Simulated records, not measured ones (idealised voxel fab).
The process module that follows is named voxel ribs on slabs.
Cross-sectional view cut (width: 150 nm; square cell size: 5 nm).
This document writes a cross-section as a grid whose cells are square, and gives it as bands, listed from the top down; one or more rows of cells form a band. Each band's line starts with the height of the band's top and of its bottom, in nm. Then come its materials from left to right, each with its width in nm. One material with "full width" fills the band from edge to edge. "blank" is empty space. The reference from which all heights are counted is 0, the level beneath which the as-received wafer is entirely one material; the lowest band, having no lower bound, proceeds downward and is written after the example "0 nm and below". The notation "30->40" denotes a width that varies across the rows of cells in the band, beginning at the first number in the top row, finishing at the second number in the bottom row, and changing by an identical amount from each row to the next. Reading "no modification" for a step: not a cell of the cross-section changed in it. Basically, "Internal closed voids" tells you about the enclosed voids: empty spaces with no open way to the top, 8 cells or bigger, each written width x height at distance, where distance is from the left edge, all in nm. Step line, after settings: the simulator's comment on this step. The "overlay nm" setting may appear on a step's line; for a step that uses a mask, it gives how far to the right of its planned position the mask lay, and a negative value indicates the left.

-- The following list gives the planned process steps
- 1: RECEIVE,material Si
- 2: DIRECTIONAL_DEP,material SiO2,thk nm 20
- 3: DIRECTIONAL_DEP,material SiN,thk nm 25
- 4: PATTERN,tone cover,mask id RIB,material resist,width nm 30,thk nm 20,overlay nm 0
- 5: DIRECTIONAL_ETCH,etch materials SiN,depth nm 10
- 6: STRIP,etch materials resist
- 7: PATTERN,tone cover,mask id SLAB,material resist,width nm 80,thk nm 20,overlay nm 0
- 8: DIRECTIONAL_ETCH,etch materials SiN,depth nm 15
- 9: STRIP,etch materials resist
- 10: FILL_DEP,material SiO2,thk nm 30
- 11: CMP,height nm 65
- 12: DIRECTIONAL_DEP,material W,thk nm 5
- 13: MASKED_ETCH,tone cover,mask id HEATER,width nm 30,etch materials W,depth nm 5,overlay nm 0
- 14: CONFORMAL_DEP,material SiO2,thk nm 5
Wafers differ in width nm at step 13; plan lists the first wafer's value; identical starting state.

-- first wafer as received, after step 1
0 nm and below = Si full width
Internal closed voids: none

-- The first of several wafers, seen in cross-section after the module's last step, step 14
75 nm to 70 nm = blank (55) | SiO2 (40) | blank (55)
70 nm to 65 nm = SiO2 (60) | W (30) | SiO2 (60)
65 nm to 45 nm = SiO2 full width
45 nm to 35 nm = SiO2 (60) | SiN (30) | SiO2 (60)
35 nm to 20 nm = SiO2 (35) | SiN (80) | SiO2 (35)
20 nm to 0 nm = SiO2 full width
0 nm and below = Si full width
Internal closed voids: none

-- Cross-section at module completion, last wafer
75 nm to 70 nm = blank (45) | SiO2 (65) | blank (40)
70 nm to 65 nm = SiO2 (50) | W (55) | SiO2 (45)
65 nm to 45 nm = SiO2 full width
45 nm to 35 nm = SiO2 (60) | SiN (30) | SiO2 (60)
35 nm to 20 nm = SiO2 (35) | SiN (80) | SiO2 (35)
20 nm to 0 nm = SiO2 full width
0 nm and below = Si full width
Internal closed voids: none

-- Wafer rows, end of module: cells per material gained (+) or lost (-) since receipt; closed voids last
width nm 30, +60 SiN, +362 SiO2, +6 W, Internal closed voids: none
width nm 35, +60 SiN, +362 SiO2, +7 W, Internal closed voids: none
width nm 40, +60 SiN, +362 SiO2, +8 W, Internal closed voids: none
width nm 45, +60 SiN, +362 SiO2, +9 W, Internal closed voids: none
width nm 50, +60 SiN, +362 SiO2, +10 W, Internal closed voids: none
width nm 55, +60 SiN, +362 SiO2, +11 W, Internal closed voids: none
